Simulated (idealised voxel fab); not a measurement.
process module | voxel spacer lines
cross-section cut | 220 nm wide | cells 5 nm
A cross-section is a grid of square cells, given in bands from the top down. A band is one or more rows of cells.
Each band's line starts with the height of the band's top and of its bottom, in nm. Then come its materials from left to right, each with its width in nm. One material with "throughout" fills the band from edge to edge. "air" is empty space.
Height 0 is the level under which the wafer as received is all one material. The lowest band goes on downwards, as in "0 down".
A width such as "30 to 40" changes by the same amount from each row of cells to the next, from the band's top row to its bottom row.
"no change" after a step means that no cell of the cross-section changed.
closed voids: empty space of 8 cells or more with no open way to the top, each as width x height at its distance from the left edge, in nm
after a step's settings: what the simulator itself notes on the step
overlay nm, on a step with a mask: how far to the right of its planned place the mask lay; to the left if negative
plan
1 op RECEIVE | material Si
2 op CONFORMAL_DEP | material Al2O3 | thk nm 5
3 op DIRECTIONAL_DEP | material polySi | thk nm 15
4 op DIRECTIONAL_DEP | material aC | thk nm 30
5 op PATTERN | tone cover | mask id MANDREL | material resist | width nm 25 | pitch nm 80 | thk nm 40 | overlay nm 0
6 op DIRECTIONAL_ETCH | etch materials aC | depth nm 30
7 op STRIP | etch materials resist
8 op CONFORMAL_DEP | material SiN | thk nm 15
9 op DIRECTIONAL_ETCH | etch materials SiN | depth nm 15
10 op STRIP | etch materials aC
11 op DIRECTIONAL_ETCH | etch materials polySi | depth nm 15
12 op STRIP | etch materials SiN
first wafer, as planned
as received, after step 1
  0 down: Si throughout
  closed voids: none
after step 2
  5 to 0: Al2O3 throughout
  below 0: unchanged
after step 3
  20 to 5: polySi throughout
  below 5: unchanged
after step 4
  50 to 20: aC throughout
  below 20: unchanged
after step 5
  90 to 50: air 15 | resist 25 | air 55 | resist 25 | air 55 | resist 25 | air 20
  below 50: unchanged
after step 6
  60 to 50: air 15 | resist 25 | air 55 | resist 25 | air 55 | resist 25 | air 20
  50 to 20: air 15 | aC 25 | air 55 | aC 25 | air 55 | aC 25 | air 20
  below 20: unchanged
after step 7
  50 to 20: air 15 | aC 25 | air 55 | aC 25 | air 55 | aC 25 | air 20
  below 20: unchanged
after step 8
  65 to 50: SiN 55 | air 25 | SiN 55 | air 25 | SiN 55 | air 5
  50 to 35: SiN 15 | aC 25 | SiN 15 | air 25 | SiN 15 | aC 25 | SiN 15 | air 25 | SiN 15 | aC 25 | SiN 15 | air 5
  35 to 20: SiN 15 | aC 25 | SiN 55 | aC 25 | SiN 55 | aC 25 | SiN 20
  below 20: unchanged
after step 9
  50 to 20: SiN 15 | aC 25 | SiN 15 | air 25 | SiN 15 | aC 25 | SiN 15 | air 25 | SiN 15 | aC 25 | SiN 15 | air 5
  below 20: unchanged
after step 10
  50 to 20: SiN 15 | air 25 | SiN 15 | air 25 | SiN 15 | air 25 | SiN 15 | air 25 | SiN 15 | air 25 | SiN 15 | air 5
  below 20: unchanged
after step 11
  50 to 20: SiN 15 | air 25 | SiN 15 | air 25 | SiN 15 | air 25 | SiN 15 | air 25 | SiN 15 | air 25 | SiN 15 | air 5
  20 to 5: polySi 15 | air 25 | polySi 15 | air 25 | polySi 15 | air 25 | polySi 15 | air 25 | polySi 15 | air 25 | polySi 15 | air 5
  below 5: unchanged
after step 12
  20 to 5: polySi 15 | air 25 | polySi 15 | air 25 | polySi 15 | air 25 | polySi 15 | air 25 | polySi 15 | air 25 | polySi 15 | air 5
  below 5: unchanged
second wafer: like start, like plan, one mistake. Through step 1 it matches the first wafer
when step 2 should have ended: no change
when step 3 should have ended
  15 to 0: polySi throughout
  below 0: unchanged
when step 4 should have ended
  45 to 15: aC throughout
  below 15: unchanged
when step 5 should have ended
  85 to 45: air 15 | resist 25 | air 55 | resist 25 | air 55 | resist 25 | air 20
  below 45: unchanged
when step 6 should have ended
  55 to 45: air 15 | resist 25 | air 55 | resist 25 | air 55 | resist 25 | air 20
  45 to 15: air 15 | aC 25 | air 55 | aC 25 | air 55 | aC 25 | air 20
  below 15: unchanged
when step 7 should have ended
  45 to 15: air 15 | aC 25 | air 55 | aC 25 | air 55 | aC 25 | air 20
  below 15: unchanged
when step 8 should have ended
  60 to 45: SiN 55 | air 25 | SiN 55 | air 25 | SiN 55 | air 5
  45 to 30: SiN 15 | aC 25 | SiN 15 | air 25 | SiN 15 | aC 25 | SiN 15 | air 25 | SiN 15 | aC 25 | SiN 15 | air 5
  30 to 15: SiN 15 | aC 25 | SiN 55 | aC 25 | SiN 55 | aC 25 | SiN 20
  below 15: unchanged
when step 9 should have ended
  45 to 15: SiN 15 | aC 25 | SiN 15 | air 25 | SiN 15 | aC 25 | SiN 15 | air 25 | SiN 15 | aC 25 | SiN 15 | air 5
  below 15: unchanged
when step 10 should have ended
  45 to 15: SiN 15 | air 25 | SiN 15 | air 25 | SiN 15 | air 25 | SiN 15 | air 25 | SiN 15 | air 25 | SiN 15 | air 5
  below 15: unchanged
when step 11 should have ended
  45 to 15: SiN 15 | air 25 | SiN 15 | air 25 | SiN 15 | air 25 | SiN 15 | air 25 | SiN 15 | air 25 | SiN 15 | air 5
  15 to 0: polySi 15 | air 25 | polySi 15 | air 25 | polySi 15 | air 25 | polySi 15 | air 25 | polySi 15 | air 25 | polySi 15 | air 5
  below 0: unchanged
when step 12 should have ended
  15 to 0: polySi 15 | air 25 | polySi 15 | air 25 | polySi 15 | air 25 | polySi 15 | air 25 | polySi 15 | air 25 | polySi 15 | air 5
  below 0: unchanged
what went wrong: step 2 was left out
at the end the second wafer has, in cells: 44 fewer of Al2O3
